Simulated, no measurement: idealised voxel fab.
Herein follows the process module entitled voxel capacitor over wiring.
Shown is cross-section cut, with a width of 190 nm and square cells of size 5 nm.
Think of the cross-section as a grid of square cells. We describe it in bands, top to bottom, and each band covers one or more rows of those cells. Within each band entry, the heights of the top and of the bottom of the band appear first, in that order and in nm; the materials of the band then follow from left to right, each with its corresponding width in nm. The designation "full width" on a single material indicates that it fills the band from edge to edge; the designation "empty" indicates empty space. A quick word on heights: they are counted from 0, and under that level the wafer as it came to us is one material throughout. The lowest band is different from the rest in having no bottom; it simply continues downward, written as in "z 0 and below". Graded width ("30 to 40"): value in top row of band = first number; value in bottom row = second number; row-to-row change constant. "nothing got changed" means the step left every cell of the cross-section as it was. Basically, "Entrapped voids" tells you about the enclosed voids: empty spaces with no open way to the top, 8 cells or bigger, each written width x height at distance, where distance is from the left edge, all in nm. Read whatever lies past the settings on a step's line as the simulator's own remark about the step. On any step carrying a mask, the "overlay nm" setting, if present on the step's line, tells how far right of its planned place the mask lay; negative values point to the left.
## List of planned process steps
step 1: RECEIVE (material Si)
step 2: CONFORMAL_DEP (material SiO2; thk nm 15)
step 3: CONFORMAL_DEP (material SiCN; thk nm 5)
step 4: DIRECTIONAL_DEP (material lowk; thk nm 20)
step 5: PATTERN (tone open; mask id METAL_1; material resist; width nm 30; pitch nm 95; thk nm 15; overlay nm 0)
step 6: DIRECTIONAL_ETCH (etch materials lowk; depth nm 20)
step 7: DIRECTIONAL_ETCH (etch materials SiCN; depth nm 5)
step 8: STRIP (etch materials resist)
step 9: CONFORMAL_DEP (material TiN; thk nm 5)
step 10: FILL_DEP (material Ru; thk nm 5)
step 11: CMP (height nm 40)
step 12: EPI (material Ru; thk nm 5)
step 13: FILL_DEP (material SiCN; thk nm 5)
step 14: DIRECTIONAL_DEP (material SiO2; thk nm 10)
step 15: PATTERN (tone open; mask id PLUG_1; material resist; width nm 15; thk nm 15; overlay nm 0)
step 16: DIRECTIONAL_ETCH (etch materials SiO2; depth nm 10)
step 17: DIRECTIONAL_ETCH (etch materials SiCN; depth nm 5)
step 18: STRIP (etch materials resist)
step 19: EPI (material Ru; thk nm 10)
step 20: EPI (material Ru; thk nm 5)
step 21: DIRECTIONAL_DEP (material TiN; thk nm 10)
step 22: DIRECTIONAL_DEP (material HfO2; thk nm 5)
step 23: DIRECTIONAL_DEP (material TiN; thk nm 5)
step 24: PATTERN (tone cover; mask id UPPER_PLATE; material resist; width nm 70; thk nm 15; overlay nm 0)
step 25: DIRECTIONAL_ETCH (etch materials TiN; depth nm 5)
step 26: DIRECTIONAL_ETCH (etch materials HfO2; depth nm 5)
step 27: STRIP (etch materials resist)
step 28: MASKED_ETCH (tone cover; mask id LOWER_PLATE; width nm 80; etch materials TiN; depth nm 10; overlay nm 0)
step 29: FILL_DEP (material SiO2; thk nm 15)
step 30: CMP (height nm 90)
step 31: DIRECTIONAL_DEP (material aC; thk nm 15)
step 32: PATTERN (tone open; mask id PLUG_2; material resist; width nm 15; thk nm 35; overlay nm 0)
step 33: DIRECTIONAL_ETCH (etch materials aC; depth nm 15)
step 34: STRIP (etch materials resist)
step 35: DIRECTIONAL_ETCH (etch materials SiO2; depth nm 10)
step 36: STRIP (etch materials aC)
step 37: CONFORMAL_DEP (material TiN; thk nm 5)
step 38: FILL_DEP (material Ru; thk nm 5)
step 39: CMP (height nm 90)
step 40: CONFORMAL_DEP (material SiCN; thk nm 5)
## Delivered wafer in cross-section: state after step 1
	z 0 and below  Si full width
	Entrapped voids: none
## Cross-section, end of module. Start: as above. Plan: as above. Execution: one mistake
	z 95 to 80  SiCN full width
	z 80 to 75  SiCN (45); TiN (70); SiCN (75)
	z 75 to 70  SiCN (45); HfO2 (70); SiCN (75)
	z 70 to 60  SiCN (40); TiN (80); SiCN (70)
	z 60 to 50  SiO2 (45); Ru (15); SiO2 (130)
	z 50 to 45  SiCN (45); Ru (15); SiCN (130)
	z 45 to 40  SiCN (25); Ru (40); SiCN (55); Ru (40); SiCN (30)
	z 40 to 20  lowk (30); TiN (5); Ru (20); TiN (5); lowk (65); TiN (5); Ru (20); TiN (5); lowk (35)
	z 20 to 15  SiCN (30); TiN (30); SiCN (65); TiN (30); SiCN (35)
	z 15 to 0  SiO2 full width
	z 0 and below  Si full width
	Entrapped voids: none
What went wrong in running the wafer? step 29 changed vs plan, executed as FILL_DEP (material SiCN; thk nm 15)
